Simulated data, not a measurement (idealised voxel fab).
The following process module bears the name voxel gate over fins.
Each square cell in cross-section cut measures 5 nm, and the section as a whole is 150 nm wide.
Cross-sections here: square-cell grids, written as top-down lists of bands, a band being one or more rows of cells.
Heads up on the band format: heights come first, top then bottom, in nm. After that it's the materials left to right, each with its width in nm. A single material flagged "everywhere" fills the whole band edge to edge, and "air" means there's empty space there.
Heights are measured from 0, the level below which the as-received wafer is all one material; the lowest band has no bottom and continues downward, written as in "0 -> down".
A width such as "30..40" changes by the same amount from each row of cells to the next, from the band's top row to its bottom row.
Step note "changes: none" = no cross-section cell changed.
"Enclosed cavity list" - sealed voids, min. 8 cells, no opening to top; format: width x height at distance (distance from left edge; nm throughout).
The remark found on a step's line after its settings is issued by the simulator itself and pertains to that step.
If you see "overlay nm" on a step's line and that step has a mask, it's telling you how far right of where it was planned the mask ended up; a negative number means it went left instead.

THIS SECTION LISTS THE PROCESS STEPS THAT WERE PLANNED
1: RECEIVE (material Si)
2: CONFORMAL_DEP (material SiN; thk nm 10)
3: PATTERN (tone cover; mask id FINS; material resist; width nm 15; pitch nm 35; thk nm 15; overlay nm 0)
4: DIRECTIONAL_ETCH (etch materials SiN; depth nm 10)
5: DIRECTIONAL_ETCH (etch materials Si; depth nm 30)
6: STRIP (etch materials resist)
7: OXIDIZE (depth nm 5)
8: FILL_DEP (material SiO2; thk nm 10)
9: CMP (height nm 10)
10: SELECTIVE_ETCH (etch materials SiO2; depth nm 20)
11: STRIP (etch materials SiN)
12: CONFORMAL_DEP (material HfO2; thk nm 5)
13: CONFORMAL_DEP (material TiN; thk nm 5)
14: CONFORMAL_DEP (material TiAl; thk nm 5)
15: CONFORMAL_DEP (material TiN; thk nm 5)
16: FILL_DEP (material W; thk nm 10)
17: CMP (height nm 25)
18: CONFORMAL_DEP (material SiN; thk nm 5)

THE FIRST OF THE TWO WAFERS, WHICH RAN AS PLANNED

AS RECEIVED (POST STEP 1): CROSS-SECTION
0 -> down | Si everywhere
Enclosed cavity list: none

STATE OF THE WAFER AFTER STEP 2, SHOWN IN CROSS-SECTION
10 -> 0 | SiN everywhere
Below 0 it's all the same as before, nothing changed down there.

STATE OF THE WAFER AFTER STEP 3, SHOWN IN CROSS-SECTION
25 -> 10 | air: 30 / resist: 15 / air: 20 / resist: 15 / air: 20 / resist: 15 / air: 35
Below 10 it's all the same as before, nothing changed down there.

STATE OF THE WAFER AFTER STEP 4, SHOWN IN CROSS-SECTION
25 -> 10 | air: 30 / resist: 15 / air: 20 / resist: 15 / air: 20 / resist: 15 / air: 35
10 -> 0 | air: 30 / SiN: 15 / air: 20 / SiN: 15 / air: 20 / SiN: 15 / air: 35
Below 0 it's all the same as before, nothing changed down there.

STATE OF THE WAFER AFTER STEP 5, SHOWN IN CROSS-SECTION
25 -> 10 | air: 30 / resist: 15 / air: 20 / resist: 15 / air: 20 / resist: 15 / air: 35
10 -> 0 | air: 30 / SiN: 15 / air: 20 / SiN: 15 / air: 20 / SiN: 15 / air: 35
0 -> -30 | air: 30 / Si: 15 / air: 20 / Si: 15 / air: 20 / Si: 15 / air: 35
Below -30 it's all the same as before, nothing changed down there.

STATE OF THE WAFER AFTER STEP 6, SHOWN IN CROSS-SECTION
10 -> 0 | air: 30 / SiN: 15 / air: 20 / SiN: 15 / air: 20 / SiN: 15 / air: 35
Below 0 it's all the same as before, nothing changed down there.

STATE OF THE WAFER AFTER STEP 7, SHOWN IN CROSS-SECTION
10 -> 0 | air: 30 / SiN: 15 / air: 20 / SiN: 15 / air: 20 / SiN: 15 / air: 35
0 -> -30 | air: 30 / SiO2: 5 / Si: 5 / SiO2: 5 / air: 20 / SiO2: 5 / Si: 5 / SiO2: 5 / air: 20 / SiO2: 5 / Si: 5 / SiO2: 5 / air: 35
-30 -> -35 | SiO2: 35 / Si: 5 / SiO2: 30 / Si: 5 / SiO2: 30 / Si: 5 / SiO2: 40
Below -35 it's all the same as before, nothing changed down there.

STATE OF THE WAFER AFTER STEP 8, SHOWN IN CROSS-SECTION
20 -> 10 | SiO2 everywhere
10 -> 0 | SiO2: 30 / SiN: 15 / SiO2: 20 / SiN: 15 / SiO2: 20 / SiN: 15 / SiO2: 35
0 -> -35 | SiO2: 35 / Si: 5 / SiO2: 30 / Si: 5 / SiO2: 30 / Si: 5 / SiO2: 40
Below -35 it's all the same as before, nothing changed down there.

STATE OF THE WAFER AFTER STEP 9, SHOWN IN CROSS-SECTION
10 -> 0 | SiO2: 30 / SiN: 15 / SiO2: 20 / SiN: 15 / SiO2: 20 / SiN: 15 / SiO2: 35
Below 0 it's all the same as before, nothing changed down there.

STATE OF THE WAFER AFTER STEP 10, SHOWN IN CROSS-SECTION
10 -> 0 | air: 30 / SiN: 15 / air: 20 / SiN: 15 / air: 20 / SiN: 15 / air: 35
0 -> -10 | air: 35 / Si: 5 / air: 30 / Si: 5 / air: 30 / Si: 5 / air: 40
Below -10 it's all the same as before, nothing changed down there.

STATE OF THE WAFER AFTER STEP 11, SHOWN IN CROSS-SECTION
0 -> -10 | air: 35 / Si: 5 / air: 30 / Si: 5 / air: 30 / Si: 5 / air: 40
Below -10 it's all the same as before, nothing changed down there.

STATE OF THE WAFER AFTER STEP 12, SHOWN IN CROSS-SECTION
5 -> 0 | air: 30 / HfO2: 15 / air: 20 / HfO2: 15 / air: 20 / HfO2: 15 / air: 35
0 -> -5 | air: 30 / HfO2: 5 / Si: 5 / HfO2: 5 / air: 20 / HfO2: 5 / Si: 5 / HfO2: 5 / air: 20 / HfO2: 5 / Si: 5 / HfO2: 5 / air: 35
-5 -> -10 | HfO2: 35 / Si: 5 / HfO2: 30 / Si: 5 / HfO2: 30 / Si: 5 / HfO2: 40
Below -10 it's all the same as before, nothing changed down there.

STATE OF THE WAFER AFTER STEP 13, SHOWN IN CROSS-SECTION
10 -> 5 | air: 25 / TiN: 25 / air: 10 / TiN: 25 / air: 10 / TiN: 25 / air: 30
5 -> 0 | air: 25 / TiN: 5 / HfO2: 15 / TiN: 5 / air: 10 / TiN: 5 / HfO2: 15 / TiN: 5 / air: 10 / TiN: 5 / HfO2: 15 / TiN: 5 / air: 30
0 -> -5 | TiN: 30 / HfO2: 5 / Si: 5 / HfO2: 5 / TiN: 20 / HfO2: 5 / Si: 5 / HfO2: 5 / TiN: 20 / HfO2: 5 / Si: 5 / HfO2: 5 / TiN: 35
Below -5 it's all the same as before, nothing changed down there.

STATE OF THE WAFER AFTER STEP 14, SHOWN IN CROSS-SECTION
15 -> 10 | air: 20 / TiAl: 105 / air: 25
10 -> 5 | air: 20 / TiAl: 5 / TiN: 25 / TiAl: 10 / TiN: 25 / TiAl: 10 / TiN: 25 / TiAl: 5 / air: 25
5 -> 0 | TiAl: 25 / TiN: 5 / HfO2: 15 / TiN: 5 / TiAl: 10 / TiN: 5 / HfO2: 15 / TiN: 5 / TiAl: 10 / TiN: 5 / HfO2: 15 / TiN: 5 / TiAl: 30
Below 0 it's all the same as before, nothing changed down there.

STATE OF THE WAFER AFTER STEP 15, SHOWN IN CROSS-SECTION
20 -> 15 | air: 15 / TiN: 115 / air: 20
15 -> 10 | air: 15 / TiN: 5 / TiAl: 105 / TiN: 5 / air: 20
10 -> 5 | TiN: 20 / TiAl: 5 / TiN: 25 / TiAl: 10 / TiN: 25 / TiAl: 10 / TiN: 25 / TiAl: 5 / TiN: 25
Below 5 it's all the same as before, nothing changed down there.

STATE OF THE WAFER AFTER STEP 16, SHOWN IN CROSS-SECTION
30 -> 20 | W everywhere
20 -> 15 | W: 15 / TiN: 115 / W: 20
15 -> 10 | W: 15 / TiN: 5 / TiAl: 105 / TiN: 5 / W: 20
Below 10 it's all the same as before, nothing changed down there.

STATE OF THE WAFER AFTER STEP 17, SHOWN IN CROSS-SECTION
25 -> 20 | W everywhere
Below 20 it's all the same as before, nothing changed down there.

STATE OF THE WAFER AFTER STEP 18, SHOWN IN CROSS-SECTION
30 -> 25 | SiN everywhere
Below 25 it's all the same as before, nothing changed down there.

IT IS TO BE NOTED THAT THE SECOND WAFER PROCEEDED FROM THE SAME INITIAL STATE AND ACCORDING TO THE SAME PLAN AS THE FIRST, ALTHOUGH ONE MISTAKE WAS COMMITTED IN ITS EXECUTION; THROUGH STEP 13, INCLUSIVE, THE TWO WAFERS SHARE AN IDENTICAL HISTORY

CROSS-SECTION OF THE SECOND WAFER AT THE TIME BY WHICH STEP 14 SHOULD HAVE BEEN COMPLETED ACCORDING TO THE PLAN
15 -> 5 | air: 20 / TiN: 105 / air: 25
5 -> 0 | TiN: 30 / HfO2: 15 / TiN: 20 / HfO2: 15 / TiN: 20 / HfO2: 15 / TiN: 35
Below 0 it's all the same as before, nothing changed down there.

CROSS-SECTION OF THE SECOND WAFER AT THE TIME BY WHICH STEP 15 SHOULD HAVE BEEN COMPLETED ACCORDING TO THE PLAN
20 -> 15 | air: 15 / TiAl: 115 / air: 20
15 -> 10 | air: 15 / TiAl: 5 / TiN: 105 / TiAl: 5 / air: 20
10 -> 5 | TiAl: 20 / TiN: 105 / TiAl: 25
Below 5 it's all the same as before, nothing changed down there.

CROSS-SECTION OF THE SECOND WAFER AT THE TIME BY WHICH STEP 16 SHOULD HAVE BEEN COMPLETED ACCORDING TO THE PLAN
30 -> 20 | W everywhere
20 -> 15 | W: 15 / TiAl: 115 / W: 20
15 -> 10 | W: 15 / TiAl: 5 / TiN: 105 / TiAl: 5 / W: 20
Below 10 it's all the same as before, nothing changed down there.

CROSS-SECTION OF THE SECOND WAFER AT THE TIME BY WHICH STEP 17 SHOULD HAVE BEEN COMPLETED ACCORDING TO THE PLAN
25 -> 20 | W everywhere
Below 20 it's all the same as before, nothing changed down there.

CROSS-SECTION OF THE SECOND WAFER AT THE TIME BY WHICH STEP 18 SHOULD HAVE BEEN COMPLETED ACCORDING TO THE PLAN
30 -> 25 | SiN everywhere
Below 25 it's all the same as before, nothing changed down there.
Which mistake was made when the wafer was run? steps 14 and 15 of the plan were run in the wrong order, each in the other's place
It is noted that, at the conclusion of processing, the second wafer exhibits a higher or lower cell count for certain materials relative to the first: TiAl -8 | TiN +8
